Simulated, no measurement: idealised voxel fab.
The process module that follows is named voxel ribs on slabs.
The cross-section shown here is cut; it is 180 nm wide and divided into square cells measuring 5 nm on a side.
Cross-section spec: square-cell grid; bands listed top down; each band is one or more rows. Band: top and bottom heights (nm) first, top before bottom; then materials from left to right, widths in nm. "full width" marks a sole material filling the band edge to edge. "blank" denotes empty space. Height is counted from the level 0, under which the received wafer is composed throughout of one material. The lowest of the bands is not closed at the bottom but continues downward, in the notation "0..down". The notation "30->40" denotes a width that varies across the rows of cells in the band, beginning at the first number in the top row, finishing at the second number in the bottom row, and changing by an identical amount from each row to the next. A step reported as "all unchanged" is a step in which no cell of the cross-section changed. Enclosed voids (no open way to top), threshold 8 cells or more, entry "Fully sealed cavities", notation width x height at distance, distance from left edge, nm. The remark found on a step's line after its settings is issued by the simulator itself and pertains to that step. The optional step-line setting "overlay nm" applies to steps with a mask and quantifies how far to the right of its planned location the mask lay, a negative value indicating leftward placement.

THIS SECTION LISTS THE PROCESS STEPS THAT WERE PLANNED
step 1: RECEIVE (material Si)
step 2: DIRECTIONAL_DEP (material SiO2; thk nm 30)
step 3: DIRECTIONAL_DEP (material SiN; thk nm 20)
step 4: DIRECTIONAL_DEP (material aC; thk nm 15)
step 5: PATTERN (tone cover; mask id RIB; material resist; width nm 25; thk nm 30; overlay nm 0)
step 6: DIRECTIONAL_ETCH (etch materials aC; depth nm 15)
step 7: STRIP (etch materials resist)
step 8: DIRECTIONAL_ETCH (etch materials SiN; depth nm 10)
step 9: STRIP (etch materials aC)
step 10: DIRECTIONAL_DEP (material aC; thk nm 15)
step 11: PATTERN (tone cover; mask id SLAB; material resist; width nm 75; thk nm 30; overlay nm 0)
step 12: DIRECTIONAL_ETCH (etch materials aC; depth nm 15)
step 13: STRIP (etch materials resist)
step 14: DIRECTIONAL_ETCH (etch materials SiN; depth nm 10)
step 15: STRIP (etch materials aC)
step 16: FILL_DEP (material SiO2; thk nm 25)
step 17: CMP (height nm 65)
step 18: DIRECTIONAL_DEP (material W; thk nm 5)
step 19: PATTERN (tone cover; mask id HEATER; material resist; width nm 35; thk nm 15; overlay nm 0)
step 20: DIRECTIONAL_ETCH (etch materials W; depth nm 5)
step 21: STRIP (etch materials resist)
step 22: CONFORMAL_DEP (material SiO2; thk nm 10)

AS-RECEIVED WAFER CROSS-SECTION (AFTER STEP 1)
- 0..down = Si full width
- Fully sealed cavities: none

RUN AS PLANNED - FIRST OF THE TWO WAFERS CROSS-SECTIONED AT THE END OF THE MODULE
- 80..75 = blank (60), then SiO2 (55), then blank (65)
- 75..70 = SiO2 full width
- 70..65 = SiO2 (70), then W (35), then SiO2 (75)
- 65..50 = SiO2 full width
- 50..40 = SiO2 (75), then SiN (25), then SiO2 (80)
- 40..30 = SiO2 (50), then SiN (75), then SiO2 (55)
- 30..0 = SiO2 full width
- 0..down = Si full width
- Fully sealed cavities: none

SECOND OF TWO WAFERS, MODULE COMPLETE, SECTIONED: IT SHARES THE FIRST WAFER'S START AND PLAN BUT WAS RUN WITH ONE MISTAKE
- 80..75 = blank (60), then SiO2 (55), then blank (65)
- 75..70 = SiO2 full width
- 70..65 = SiO2 (70), then W (35), then SiO2 (75)
- 65..50 = SiO2 full width
- 50..40 = SiO2 (75), then SiN (25), then SiO2 (80)
- 40..30 = SiO2 (50), then SiN (80), then SiO2 (50)
- 30..0 = SiO2 full width
- 0..down = Si full width
- Fully sealed cavities: none
Against the plan, the run slipped here: step 11 deviated from plan and actually ran as PATTERN (tone cover; mask id SLAB; material resist; width nm 80; thk nm 30; overlay nm 0)
Once processing is complete, comparing cell counts shows that the second wafer has more or fewer of certain materials than the first: 2 more of SiN | 2 fewer of SiO2
